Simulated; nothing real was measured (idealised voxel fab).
Presented below is a process module, voxel capacitor over wiring.
Each square cell in cross-section cut measures 5 nm, and the section as a whole is 240 nm wide.
Bands, listed from the top down, are how a cross-section gets written in this document; the cross-section itself is a grid of square cells, and a band is one or more rows of them.
Quick guide to a band line: top height, bottom height (nm) up front; then every material left to right with its width in nm. Only one material and it's marked "throughout"? Then it fills the band edge to edge. And "blank" just means empty space.
Zero point of the height axis is 0; under it, received wafer = one material. Lowest band: continues down indefinitely, "0 -> down".
With a width like "30->40", each row of cells in the band differs from the next by the same amount, the top row carrying the first number and the bottom row the second.
"remained unchanged", as given for a step, is the statement that not any cell of the cross-section underwent a change during that step.
Listed in "Enclosed internal voids": every empty space of 8 or more cells without an open way to the top. Form: width x height at distance, the distance being from the left edge, all in nm.
Where a step's line continues beyond its settings, the continuation is a remark by the simulator itself on that step.
What "overlay nm" on a step's line means: if the step has a mask, that mask lay this far to the right of its planned place, or, when the value is negative, to the left.
# Intended process steps
1) RECEIVE with material Si
2) CONFORMAL_DEP with material SiO2, thk nm 15
3) DIRECTIONAL_DEP with material TiN, thk nm 5
4) DIRECTIONAL_DEP with material Ru, thk nm 25
5) DIRECTIONAL_DEP with material aC, thk nm 15
6) PATTERN with tone cover, mask id METAL_1, material resist, width nm 15, pitch nm 75, thk nm 35, overlay nm 0
7) DIRECTIONAL_ETCH with etch materials aC, depth nm 15
8) STRIP with etch materials resist
9) DIRECTIONAL_ETCH with etch materials Ru, depth nm 25
10) DIRECTIONAL_ETCH with etch materials TiN, depth nm 5
11) STRIP with etch materials aC
12) CONFORMAL_DEP with material SiCN, thk nm 5
13) FILL_DEP with material lowk, thk nm 5
14) CMP with height nm 45
15) CONFORMAL_DEP with material SiCN, thk nm 5
16) DIRECTIONAL_DEP with material SiO2, thk nm 15
17) PATTERN with tone open, mask id PLUG_1, material resist, width nm 15, thk nm 20, overlay nm 0
18) DIRECTIONAL_ETCH with etch materials SiO2, depth nm 15
19) DIRECTIONAL_ETCH with etch materials SiCN, depth nm 5
20) STRIP with etch materials resist
21) CONFORMAL_DEP with material TiN, thk nm 5
22) FILL_DEP with material Ru, thk nm 5
23) CMP with height nm 65
24) DIRECTIONAL_DEP with material TiN, thk nm 10
25) DIRECTIONAL_DEP with material HfO2, thk nm 5
26) DIRECTIONAL_DEP with material TiN, thk nm 5
27) MASKED_ETCH with tone cover, mask id UPPER_PLATE, width nm 60, etch materials TiN, depth nm 5, overlay nm 0
28) MASKED_ETCH with tone cover, mask id UPPER_PLATE, width nm 60, etch materials HfO2, depth nm 5, overlay nm 0
29) PATTERN with tone cover, mask id LOWER_PLATE, material resist, width nm 70, thk nm 15, overlay nm 0
30) DIRECTIONAL_ETCH with etch materials TiN, depth nm 10
31) STRIP with etch materials resist
32) FILL_DEP with material SiO2, thk nm 20
33) CMP with height nm 100
34) DIRECTIONAL_DEP with material aC, thk nm 10
35) PATTERN with tone open, mask id PLUG_2, material resist, width nm 15, thk nm 30, overlay nm 0
36) DIRECTIONAL_ETCH with etch materials aC, depth nm 10
37) STRIP with etch materials resist
38) DIRECTIONAL_ETCH with etch materials SiO2, depth nm 15
39) STRIP with etch materials aC
40) CONFORMAL_DEP with material TiN, thk nm 5
41) FILL_DEP with material W, thk nm 5
42) CMP with height nm 100
43) CONFORMAL_DEP with material SiCN, thk nm 5
Quick note for whoever runs this: the wafers start identical, but the width nm at step 6 isn't the same across them. The plan just shows what the first wafer had.
# This is how the first of several wafers looked in cross-section when it arrived, which is after step 1
* 0 -> down = Si throughout
* Enclosed internal voids: none
# Per wafer (row), end of module: delta in cells per material since receipt, (+) for gained, (-) for lost; closed voids after that
width nm 15 | +12 HfO2 | +33 Ru | +155 SiCN | +554 SiO2 | +62 TiN | +2 W | +190 lowk | Enclosed internal voids: none
width nm 20 | +12 HfO2 | +43 Ru | +153 SiCN | +554 SiO2 | +64 TiN | +2 W | +180 lowk | Enclosed internal voids: none
width nm 25 | +12 HfO2 | +53 Ru | +151 SiCN | +554 SiO2 | +66 TiN | +2 W | +170 lowk | Enclosed internal voids: none
width nm 30 | +12 HfO2 | +63 Ru | +149 SiCN | +554 SiO2 | +68 TiN | +2 W | +160 lowk | Enclosed internal voids: none
width nm 35 | +12 HfO2 | +73 Ru | +147 SiCN | +554 SiO2 | +70 TiN | +2 W | +150 lowk | Enclosed internal voids: none
